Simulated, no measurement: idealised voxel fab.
The process module that follows is named voxel transistor to metal.
We display cut, a cross-section 215 nm in width whose square cells are each 5 nm.
Cross-section spec: square-cell grid; bands listed top down; each band is one or more rows.
What a band's entry tells you: where the top is and where the bottom is, as heights in nm, and after that what lies inside, material by material from left to right, each with its width in nm. Empty space is written as the word "empty", and a single material marked with the word "full width" occupies the band from edge to edge.
The reference from which all heights are counted is 0, the level beneath which the as-received wafer is entirely one material; the lowest band, having no lower bound, proceeds downward and is written after the example "0 -> down".
Top row gets the first number, bottom row gets the second, and each row in between changes by the same step: that is how a band width like "30..40" works.
For the purposes of this document, the phrase "no alteration" attached to a step denotes that no cell within the cross-section was modified by that step.
Look at "Trapped void list" for the closed voids: empty spaces with no open path to the top, sized 8 cells or up. Each is width x height at distance, distance from the left edge, all nm.
If you see something after the settings on a step's line, that's the simulator's own remark about that step.
What "overlay nm" on a step's line means: if the step has a mask, that mask lay this far to the right of its planned place, or, when the value is negative, to the left.

-- This section lists the process steps that were planned
- 1: RECEIVE | material Si
- 2: OXIDIZE | depth nm 5
- 3: CONFORMAL_DEP | material SiN | thk nm 10
- 4: DIRECTIONAL_DEP | material aC | thk nm 10
- 5: PATTERN | tone cover | mask id ACTIVE | material resist | width nm 120 | thk nm 25 | overlay nm 0
- 6: DIRECTIONAL_ETCH | etch materials aC | depth nm 10
- 7: STRIP | etch materials resist
- 8: DIRECTIONAL_ETCH | etch materials SiN | depth nm 10
- 9: DIRECTIONAL_ETCH | etch materials SiO2 | depth nm 5
- 10: DIRECTIONAL_ETCH | etch materials Si | depth nm 25
- 11: STRIP | etch materials aC
- 12: FILL_DEP | material SiO2 | thk nm 15
- 13: CMP | height nm 10
- 14: SELECTIVE_ETCH | etch materials SiO2 | depth nm 5
- 15: STRIP | etch materials SiN
- 16: SELECTIVE_ETCH | etch materials SiO2 | depth nm 5
- 17: OXIDIZE | depth nm 5
- 18: DIRECTIONAL_DEP | material polySi | thk nm 20
- 19: DIRECTIONAL_DEP | material SiCN | thk nm 10
- 20: MASKED_ETCH | tone cover | mask id GATE | width nm 30 | etch materials SiCN | depth nm 20 | overlay nm 0
- 21: MASKED_ETCH | tone cover | mask id GATE | width nm 30 | etch materials polySi | depth nm 30 | overlay nm 0
- 22: CONFORMAL_DEP | material SiO2 | thk nm 5
- 23: DIRECTIONAL_ETCH | etch materials SiO2 | depth nm 5
- 24: CONFORMAL_DEP | material SiN | thk nm 5
- 25: DIRECTIONAL_ETCH | etch materials SiN | depth nm 5
- 26: DIRECTIONAL_ETCH | etch materials SiO2 | depth nm 5
- 27: EPI | material pSi | thk nm 5
- 28: FILL_DEP | material SiO2 | thk nm 10
- 29: CMP | height nm 15
- 30: STRIP | etch materials polySi
- 31: SELECTIVE_ETCH | etch materials SiO2 | depth nm 5
- 32: CONFORMAL_DEP | material HfO2 | thk nm 5
- 33: CONFORMAL_DEP | material TiN | thk nm 5
- 34: FILL_DEP | material W | thk nm 10
- 35: CMP | height nm 10
- 36: DIRECTIONAL_DEP | material SiO2 | thk nm 15
- 37: MASKED_ETCH | tone open | mask id CONTACT | width nm 20 | pitch nm 90 | etch materials SiO2 | depth nm 30 | overlay nm 0
- 38: CONFORMAL_DEP | material TiN | thk nm 5
- 39: FILL_DEP | material W | thk nm 10
- 40: CMP | height nm 25
- 41: CONFORMAL_DEP | material SiN | thk nm 5
- 42: DIRECTIONAL_DEP | material SiO2 | thk nm 20
- 43: MASKED_ETCH | tone open | mask id METAL_1 | width nm 20 | pitch nm 90 | etch materials SiO2 | depth nm 20 | overlay nm 0
- 44: MASKED_ETCH | tone open | mask id METAL_1 | width nm 20 | pitch nm 90 | etch materials SiN | depth nm 5 | overlay nm 0
- 45: CONFORMAL_DEP | material TiN | thk nm 5
- 46: FILL_DEP | material Ru | thk nm 5
- 47: CMP | height nm 50
- 48: CONFORMAL_DEP | material SiCN | thk nm 5

-- Wafer, first of two, run as planned

-- The cross-section here shows the wafer as received, i.e. in its state after step 1
    0 -> down: Si full width
    Trapped void list: none

-- Once step 2 is through, the wafer looks like this in cross-section
    0 -> -5: SiO2 full width
    No changes below -5.

-- Once step 3 is through, the wafer looks like this in cross-section
    10 -> 0: SiN full width
    No changes below 0.

-- Once step 4 is through, the wafer looks like this in cross-section
    20 -> 10: aC full width
    No changes below 10.

-- Once step 5 is through, the wafer looks like this in cross-section
    45 -> 20: empty 45  resist 120  empty 50
    No changes below 20.

-- Once step 6 is through, the wafer looks like this in cross-section
    35 -> 20: empty 45  resist 120  empty 50
    20 -> 10: empty 45  aC 120  empty 50
    No changes below 10.

-- Once step 7 is through, the wafer looks like this in cross-section
    20 -> 10: empty 45  aC 120  empty 50
    No changes below 10.

-- Once step 8 is through, the wafer looks like this in cross-section
    20 -> 10: empty 45  aC 120  empty 50
    10 -> 0: empty 45  SiN 120  empty 50
    No changes below 0.

-- Once step 9 is through, the wafer looks like this in cross-section
    20 -> 10: empty 45  aC 120  empty 50
    10 -> 0: empty 45  SiN 120  empty 50
    0 -> -5: empty 45  SiO2 120  empty 50
    No changes below -5.

-- Once step 10 is through, the wafer looks like this in cross-section
    20 -> 10: empty 45  aC 120  empty 50
    10 -> 0: empty 45  SiN 120  empty 50
    0 -> -5: empty 45  SiO2 120  empty 50
    -5 -> -30: empty 45  Si 120  empty 50
    No changes below -30.

-- Once step 11 is through, the wafer looks like this in cross-section
    10 -> 0: empty 45  SiN 120  empty 50
    No changes below 0.

-- Once step 12 is through, the wafer looks like this in cross-section
    25 -> 10: SiO2 full width
    10 -> 0: SiO2 45  SiN 120  SiO2 50
    0 -> -5: SiO2 full width
    -5 -> -30: SiO2 45  Si 120  SiO2 50
    No changes below -30.

-- Once step 13 is through, the wafer looks like this in cross-section
    10 -> 0: SiO2 45  SiN 120  SiO2 50
    No changes below 0.

-- Once step 14 is through, the wafer looks like this in cross-section
    10 -> 5: empty 45  SiN 120  empty 50
    No changes below 5.

-- Once step 15 is through, the wafer looks like this in cross-section
    5 -> 0: SiO2 45  empty 120  SiO2 50
    No changes below 0.

-- Once step 16 is through, the wafer looks like this in cross-section
    0 -> -5: SiO2 40  empty 130  SiO2 45
    No changes below -5.

-- Once step 17 is through, the wafer looks like this in cross-section
    0 -> -5: SiO2 40  empty 130  SiO2 45
    -5 -> -10: SiO2 full width
    No changes below -10.

-- Once step 18 is through, the wafer looks like this in cross-section
    20 -> 15: polySi 40  empty 130  polySi 45
    15 -> 0: polySi full width
    0 -> -5: SiO2 40  polySi 130  SiO2 45
    No changes below -5.

-- Once step 19 is through, the wafer looks like this in cross-section
    30 -> 25: SiCN 40  empty 130  SiCN 45
    25 -> 20: SiCN full width
    20 -> 15: polySi 40  SiCN 130  polySi 45
    No changes below 15.

-- Once step 20 is through, the wafer looks like this in cross-section
    25 -> 20: empty 90  SiCN 30  empty 95
    20 -> 15: polySi 40  empty 50  SiCN 30  empty 50  polySi 45
    No changes below 15.

-- Once step 21 is through, the wafer looks like this in cross-section
    25 -> 15: empty 90  SiCN 30  empty 95
    15 -> 0: empty 90  polySi 30  empty 95
    0 -> -5: SiO2 40  empty 50  polySi 30  empty 50  SiO2 45
    No changes below -5.

-- Once step 22 is through, the wafer looks like this in cross-section
    30 -> 25: empty 85  SiO2 40  empty 90
    25 -> 15: empty 85  SiO2 5  SiCN 30  SiO2 5  empty 90
    15 -> 5: empty 85  SiO2 5  polySi 30  SiO2 5  empty 90
    5 -> 0: SiO2 45  empty 40  SiO2 5  polySi 30  SiO2 5  empty 40  SiO2 50
    0 -> -5: SiO2 90  polySi 30  SiO2 95
    No changes below -5.

-- Once step 23 is through, the wafer looks like this in cross-section
    25 -> 15: empty 85  SiO2 5  SiCN 30  SiO2 5  empty 90
    15 -> 0: empty 85  SiO2 5  polySi 30  SiO2 5  empty 90
    0 -> -5: SiO2 45  empty 40  SiO2 5  polySi 30  SiO2 5  empty 40  SiO2 50
    No changes below -5.

-- Once step 24 is through, the wafer looks like this in cross-section
    30 -> 25: empty 80  SiN 50  empty 85
    25 -> 15: empty 80  SiN 5  SiO2 5  SiCN 30  SiO2 5  SiN 5  empty 85
    15 -> 5: empty 80  SiN 5  SiO2 5  polySi 30  SiO2 5  SiN 5  empty 85
    5 -> 0: SiN 50  empty 30  SiN 5  SiO2 5  polySi 30  SiO2 5  SiN 5  empty 30  SiN 55
    0 -> -5: SiO2 45  SiN 40  SiO2 5  polySi 30  SiO2 5  SiN 40  SiO2 50
    No changes below -5.

-- Once step 25 is through, the wafer looks like this in cross-section
    25 -> 15: empty 80  SiN 5  SiO2 5  SiCN 30  SiO2 5  SiN 5  empty 85
    15 -> 0: empty 80  SiN 5  SiO2 5  polySi 30  SiO2 5  SiN 5  empty 85
    0 -> -5: SiO2 45  SiN 5  empty 30  SiN 5  SiO2 5  polySi 30  SiO2 5  SiN 5  empty 30  SiN 5  SiO2 50
    No changes below -5.

-- Once step 26 is through, the wafer looks like this in cross-section
    25 -> 20: empty 80  SiN 5  empty 5  SiCN 30  empty 5  SiN 5  empty 85
    20 -> 15: empty 80  SiN 5  SiO2 5  SiCN 30  SiO2 5  SiN 5  empty 85
    15 -> 0: empty 80  SiN 5  SiO2 5  polySi 30  SiO2 5  SiN 5  empty 85
    0 -> -5: empty 45  SiN 5  empty 30  SiN 5  SiO2 5  polySi 30  SiO2 5  SiN 5  empty 30  SiN 5  empty 50
    -5 -> -10: SiO2 50  empty 30  SiO2 50  empty 30  SiO2 55
    No changes below -10.

-- Once step 27 is through, the wafer looks like this in cross-section
    25 -> 20: empty 80  SiN 5  empty 5  SiCN 30  empty 5  SiN 5  empty 85
    20 -> 15: empty 80  SiN 5  SiO2 5  SiCN 30  SiO2 5  SiN 5  empty 85
    15 -> 0: empty 80  SiN 5  SiO2 5  polySi 30  SiO2 5  SiN 5  empty 85
    0 -> -5: empty 45  SiN 5  empty 30  SiN 5  SiO2 5  polySi 30  SiO2 5  SiN 5  empty 30  SiN 5  empty 50
    -5 -> -10: SiO2 50  pSi 30  SiO2 50  pSi 30  SiO2 55
    No changes below -10.

-- Once step 28 is through, the wafer looks like this in cross-section
    35 -> 25: SiO2 full width
    25 -> 15: SiO2 80  SiN 5  SiO2 5  SiCN 30  SiO2 5  SiN 5  SiO2 85
    15 -> 0: SiO2 80  SiN 5  SiO2 5  polySi 30  SiO2 5  SiN 5  SiO2 85
    0 -> -5: SiO2 45  SiN 5  SiO2 30  SiN 5  SiO2 5  polySi 30  SiO2 5  SiN 5  SiO2 30  SiN 5  SiO2 50
    No changes below -5.

-- Once step 29 is through, the wafer looks like this in cross-section
    15 -> 0: SiO2 80  SiN 5  SiO2 5  polySi 30  SiO2 5  SiN 5  SiO2 85
    No changes below 0.

-- Once step 30 is through, the wafer looks like this in cross-section
    15 -> 0: SiO2 80  SiN 5  SiO2 5  empty 30  SiO2 5  SiN 5  SiO2 85
    0 -> -5: SiO2 45  SiN 5  SiO2 30  SiN 5  SiO2 5  empty 30  SiO2 5  SiN 5  SiO2 30  SiN 5  SiO2 50
    No changes below -5.

-- Once step 31 is through, the wafer looks like this in cross-section
    15 -> 10: empty 80  SiN 5  empty 40  SiN 5  empty 85
    10 -> 0: SiO2 80  SiN 5  empty 40  SiN 5  SiO2 85
    0 -> -5: SiO2 45  SiN 5  SiO2 30  SiN 5  empty 40  SiN 5  SiO2 30  SiN 5  SiO2 50
    -5 -> -10: SiO2 50  pSi 30  SiO2 5  empty 40  SiO2 5  pSi 30  SiO2 55
    No changes below -10.

-- Once step 32 is through, the wafer looks like this in cross-section
    20 -> 15: empty 75  HfO2 15  empty 30  HfO2 15  empty 80
    15 -> 10: HfO2 80  SiN 5  HfO2 5  empty 30  HfO2 5  SiN 5  HfO2 85
    10 -> 0: SiO2 80  SiN 5  HfO2 5  empty 30  HfO2 5  SiN 5  SiO2 85
    0 -> -5: SiO2 45  SiN 5  SiO2 30  SiN 5  HfO2 5  empty 30  HfO2 5  SiN 5  SiO2 30  SiN 5  SiO2 50
    -5 -> -10: SiO2 50  pSi 30  SiO2 5  HfO2 40  SiO2 5  pSi 30  SiO2 55
    No changes below -10.

-- Once step 33 is through, the wafer looks like this in cross-section
    25 -> 20: empty 70  TiN 25  empty 20  TiN 25  empty 75
    20 -> 15: TiN 75  HfO2 15  TiN 5  empty 20  TiN 5  HfO2 15  TiN 80
    15 -> 10: HfO2 80  SiN 5  HfO2 5  TiN 5  empty 20  TiN 5  HfO2 5  SiN 5  HfO2 85
    10 -> 0: SiO2 80  SiN 5  HfO2 5  TiN 5  empty 20  TiN 5  HfO2 5  SiN 5  SiO2 85
    0 -> -5: SiO2 45  SiN 5  SiO2 30  SiN 5  HfO2 5  TiN 30  HfO2 5  SiN 5  SiO2 30  SiN 5  SiO2 50
    No changes below -5.

-- Once step 34 is through, the wafer looks like this in cross-section
    35 -> 25: W full width
    25 -> 20: W 70  TiN 25  W 20  TiN 25  W 75
    20 -> 15: TiN 75  HfO2 15  TiN 5  W 20  TiN 5  HfO2 15  TiN 80
    15 -> 10: HfO2 80  SiN 5  HfO2 5  TiN 5  W 20  TiN 5  HfO2 5  SiN 5  HfO2 85
    10 -> 0: SiO2 80  SiN 5  HfO2 5  TiN 5  W 20  TiN 5  HfO2 5  SiN 5  SiO2 85
    No changes below 0.

-- Once step 35 is through, the wafer looks like this in cross-section
    10 -> 0: SiO2 80  SiN 5  HfO2 5  TiN 5  W 20  TiN 5  HfO2 5  SiN 5  SiO2 85
    No changes below 0.

-- Once step 36 is through, the wafer looks like this in cross-section
    25 -> 10: SiO2 full width
    No changes below 10.

-- Once step 37 is through, the wafer looks like this in cross-section
    25 -> 10: SiO2 50  empty 20  SiO2 70  empty 20  SiO2 55
    10 -> 0: SiO2 50  empty 20  SiO2 10  SiN 5  HfO2 5  TiN 5  W 20  TiN 5  HfO2 5  SiN 5  SiO2 10  empty 20  SiO2 55
    0 -> -5: SiO2 45  SiN 5  empty 20  SiO2 10  SiN 5  HfO2 5  TiN 30  HfO2 5  SiN 5  SiO2 10  empty 20  SiN 5  SiO2 50
    No changes below -5.

-- Once step 38 is through, the wafer looks like this in cross-section
    30 -> 25: TiN 55  empty 10  TiN 80  empty 10  TiN 60
    25 -> 10: SiO2 50  TiN 5  empty 10  TiN 5  SiO2 70  TiN 5  empty 10  TiN 5  SiO2 55
    10 -> 0: SiO2 50  TiN 5  empty 10  TiN 5  SiO2 10  SiN 5  HfO2 5  TiN 5  W 20  TiN 5  HfO2 5  SiN 5  SiO2 10  TiN 5  empty 10  TiN 5  SiO2 55
    0 -> -5: SiO2 45  SiN 5  TiN 20  SiO2 10  SiN 5  HfO2 5  TiN 30  HfO2 5  SiN 5  SiO2 10  TiN 20  SiN 5  SiO2 50
    No changes below -5.

-- Once step 39 is through, the wafer looks like this in cross-section
    40 -> 30: W full width
    30 -> 25: TiN 55  W 10  TiN 80  W 10  TiN 60
    25 -> 10: SiO2 50  TiN 5  W 10  TiN 5  SiO2 70  TiN 5  W 10  TiN 5  SiO2 55
    10 -> 0: SiO2 50  TiN 5  W 10  TiN 5  SiO2 10  SiN 5  HfO2 5  TiN 5  W 20  TiN 5  HfO2 5  SiN 5  SiO2 10  TiN 5  W 10  TiN 5  SiO2 55
    No changes below 0.

-- Once step 40 is through, the wafer looks like this in cross-section
    25 -> 10: SiO2 50  TiN 5  W 10  TiN 5  SiO2 70  TiN 5  W 10  TiN 5  SiO2 55
    No changes below 10.

-- Once step 41 is through, the wafer looks like this in cross-section
    30 -> 25: SiN full width
    No changes below 25.

-- Once step 42 is through, the wafer looks like this in cross-section
    50 -> 30: SiO2 full width
    No changes below 30.

-- Once step 43 is through, the wafer looks like this in cross-section
    50 -> 30: SiO2 50  empty 20  SiO2 70  empty 20  SiO2 55
    No changes below 30.

-- Once step 44 is through, the wafer looks like this in cross-section
    50 -> 30: SiO2 50  empty 20  SiO2 70  empty 20  SiO2 55
    30 -> 25: SiN 50  empty 20  SiN 70  empty 20  SiN 55
    No changes below 25.

-- Once step 45 is through, the wafer looks like this in cross-section
    55 -> 50: TiN 55  empty 10  TiN 80  empty 10  TiN 60
    50 -> 30: SiO2 50  TiN 5  empty 10  TiN 5  SiO2 70  TiN 5  empty 10  TiN 5  SiO2 55
    30 -> 25: SiN 50  TiN 20  SiN 70  TiN 20  SiN 55
    No changes below 25.

-- Once step 46 is through, the wafer looks like this in cross-section
    60 -> 55: Ru full width
    55 -> 50: TiN 55  Ru 10  TiN 80  Ru 10  TiN 60
    50 -> 30: SiO2 50  TiN 5  Ru 10  TiN 5  SiO2 70  TiN 5  Ru 10  TiN 5  SiO2 55
    No changes below 30.

-- Once step 47 is through, the wafer looks like this in cross-section
    50 -> 30: SiO2 50  TiN 5  Ru 10  TiN 5  SiO2 70  TiN 5  Ru 10  TiN 5  SiO2 55
    No changes below 30.

-- Once step 48 is through, the wafer looks like this in cross-section
    55 -> 50: SiCN full width
    No changes below 50.

-- What follows concerns the second wafer, which started out like the first and was meant to follow the very same plan; one mistake crept in when it was run, but everything up to and including step 37 is the same as for the first wafer

-- Second wafer, section view, time point: scheduled end of step 38
    30 -> 25: SiCN 55  empty 10  SiCN 80  empty 10  SiCN 60
    25 -> 10: SiO2 50  SiCN 5  empty 10  SiCN 5  SiO2 70  SiCN 5  empty 10  SiCN 5  SiO2 55
    10 -> 0: SiO2 50  SiCN 5  empty 10  SiCN 5  SiO2 10  SiN 5  HfO2 5  TiN 5  W 20  TiN 5  HfO2 5  SiN 5  SiO2 10  SiCN 5  empty 10  SiCN 5  SiO2 55
    0 -> -5: SiO2 45  SiN 5  SiCN 20  SiO2 10  SiN 5  HfO2 5  TiN 30  HfO2 5  SiN 5  SiO2 10  SiCN 20  SiN 5  SiO2 50
    No changes below -5.

-- Second wafer, section view, time point: scheduled end of step 39
    40 -> 30: W full width
    30 -> 25: SiCN 55  W 10  SiCN 80  W 10  SiCN 60
    25 -> 10: SiO2 50  SiCN 5  W 10  SiCN 5  SiO2 70  SiCN 5  W 10  SiCN 5  SiO2 55
    10 -> 0: SiO2 50  SiCN 5  W 10  SiCN 5  SiO2 10  SiN 5  HfO2 5  TiN 5  W 20  TiN 5  HfO2 5  SiN 5  SiO2 10  SiCN 5  W 10  SiCN 5  SiO2 55
    No changes below 0.

-- Second wafer, section view, time point: scheduled end of step 40
    25 -> 10: SiO2 50  SiCN 5  W 10  SiCN 5  SiO2 70  SiCN 5  W 10  SiCN 5  SiO2 55
    No changes below 10.

-- Second wafer, section view, time point: scheduled end of step 41
    30 -> 25: SiN full width
    No changes below 25.

-- Second wafer, section view, time point: scheduled end of step 42
    50 -> 30: SiO2 full width
    No changes below 30.

-- Second wafer, section view, time point: scheduled end of step 43
    50 -> 30: SiO2 50  empty 20  SiO2 70  empty 20  SiO2 55
    No changes below 30.

-- Second wafer, section view, time point: scheduled end of step 44
    50 -> 30: SiO2 50  empty 20  SiO2 70  empty 20  SiO2 55
    30 -> 25: SiN 50  empty 20  SiN 70  empty 20  SiN 55
    No changes below 25.

-- Second wafer, section view, time point: scheduled end of step 45
    55 -> 50: TiN 55  empty 10  TiN 80  empty 10  TiN 60
    50 -> 30: SiO2 50  TiN 5  empty 10  TiN 5  SiO2 70  TiN 5  empty 10  TiN 5  SiO2 55
    30 -> 25: SiN 50  TiN 20  SiN 70  TiN 20  SiN 55
    No changes below 25.

-- Second wafer, section view, time point: scheduled end of step 46
    60 -> 55: Ru full width
    55 -> 50: TiN 55  Ru 10  TiN 80  Ru 10  TiN 60
    50 -> 30: SiO2 50  TiN 5  Ru 10  TiN 5  SiO2 70  TiN 5  Ru 10  TiN 5  SiO2 55
    No changes below 30.

-- Second wafer, section view, time point: scheduled end of step 47
    50 -> 30: SiO2 50  TiN 5  Ru 10  TiN 5  SiO2 70  TiN 5  Ru 10  TiN 5  SiO2 55
    No changes below 30.

-- Second wafer, section view, time point: scheduled end of step 48
    55 -> 50: SiCN full width
    No changes below 50.
Where did the run depart from the plan? for step 38, the planned setting was not used; the step was instead run as CONFORMAL_DEP | material SiCN | thk nm 5
Heads up, by the end the second wafer has more or fewer cells of some materials compared to the first: 28 more of SiCN; 28 fewer of TiN
